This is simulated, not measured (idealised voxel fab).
process module | voxel spacer lines
cross-section cut | 210 nm wide | cells 5 nm
A cross-section is a grid of square cells, given in bands from the top down. A band is one or more rows of cells.
Each band's line starts with the height of the band's top and of its bottom, in nm. Then come its materials from left to right, each with its width in nm. One material with "throughout" fills the band from edge to edge. "air" is empty space.
Height 0 is the level under which the wafer as received is all one material. The lowest band goes on downwards, as in "0 down".
A width such as "30 to 40" changes by the same amount from each row of cells to the next, from the band's top row to its bottom row.
"no change" after a step means that no cell of the cross-section changed.
closed voids: empty space of 8 cells or more with no open way to the top, each as width x height at its distance from the left edge, in nm
after a step's settings: what the simulator itself notes on the step
overlay nm, on a step with a mask: how far to the right of its planned place the mask lay; to the left if negative
plan
1 op RECEIVE | material Si
2 op CONFORMAL_DEP | material Al2O3 | thk nm 10
3 op DIRECTIONAL_DEP | material TiN | thk nm 10
4 op DIRECTIONAL_DEP | material polySi | thk nm 30
5 op PATTERN | tone cover | mask id MANDREL | material resist | width nm 15 | pitch nm 50 | thk nm 40 | overlay nm 0
6 op DIRECTIONAL_ETCH | etch materials polySi | depth nm 30
7 op STRIP | etch materials resist
8 op CONFORMAL_DEP | material SiO2 | thk nm 10
9 op DIRECTIONAL_ETCH | etch materials SiO2 | depth nm 10
10 op STRIP | etch materials polySi
11 op DIRECTIONAL_ETCH | etch materials TiN | depth nm 10
12 op STRIP | etch materials SiO2
as received, after step 1
  0 down: Si throughout
  closed voids: none
a wafer at the end: this start, this plan, one mistake
  25 to 15: air 35 | TiN 10 | air 15 | TiN 10 | air 15 | TiN 10 | air 15 | TiN 10 | air 15 | TiN 10 | air 15 | TiN 10 | air 40
  15 to 10: TiN throughout
  10 to 0: Al2O3 throughout
  0 down: Si throughout
  closed voids: none
what went wrong: step 3 ran as: op DIRECTIONAL_DEP | material TiN | thk nm 15
